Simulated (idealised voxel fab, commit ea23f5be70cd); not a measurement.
Title: Process Module voxel released beams
Pictured: cross-section cut, 220 nm wide, on a grid of 5 nm square cells.
How to read a cross-section here: the picture is a grid of square cells, written as bands going from the top down, and any band can span one or more rows of cells. The band entry comprises the height of the band's top followed by the height of its bottom, expressed in nm, and subsequently the band's materials from left to right, each stated together with its width in nm. Where a single material is marked with the word "throughout", that material fills the band from edge to edge. The word "air" represents empty space. Convention: height 0 is the level below which the wafer, as received, is all one material. The lowest band does not terminate at the bottom but continues downward, represented as "0..down". A width given as "30..40" starts at the first number in the band's top row and ends at the second number in its bottom row, shifting by an equal amount at every step from row to row. No cell of the cross-section changed in a step that is given as "nothing different". In the "Closed internal cavities" entry, you get each enclosed empty space of 8 cells or more, one with no open way to the top, written width x height at distance, distance from the left edge, in nm. Note: text after step settings on the step line = simulator remark on that step. overlay nm: on a step with a mask, how far right of its planned place the mask lay; negative means left.

Here's what the planned process steps look like:
1. RECEIVE: material Si
2. CONFORMAL_DEP: material Al2O3, thk nm 10
3. DIRECTIONAL_DEP: material SiO2, thk nm 20
4. DIRECTIONAL_DEP: material aC, thk nm 10
5. PATTERN: tone open, mask id ANCHOR, material resist, width nm 45, thk nm 25, overlay nm 0
6. DIRECTIONAL_ETCH: etch materials aC, depth nm 10
7. STRIP: etch materials resist
8. DIRECTIONAL_ETCH: etch materials SiO2, depth nm 20
9. STRIP: etch materials aC
10. CONFORMAL_DEP: material polySi, thk nm 15
11. PATTERN: tone cover, mask id BEAM, material resist, width nm 130, thk nm 15, overlay nm 0
12. DIRECTIONAL_ETCH: etch materials polySi, depth nm 15
13. STRIP: etch materials resist
14. STRIP: etch materials SiO2

Incoming wafer, cross-sectional view, post step 1:
> 0..down = Si throughout
> Closed internal cavities: none

Look at the cross-section after the module: the wafer started out the way shown above and the plan was the one shown above, yet one mistake was made along the way:
> 45..30 = air=40 | polySi=130 | air=50
> 30..20 = Al2O3 throughout
> 20..0 = SiO2 throughout
> 0..down = Si throughout
> Closed internal cavities: none
Nonconformance to the process plan: a sequencing error occurred in which plan steps 2 and 3 were transposed
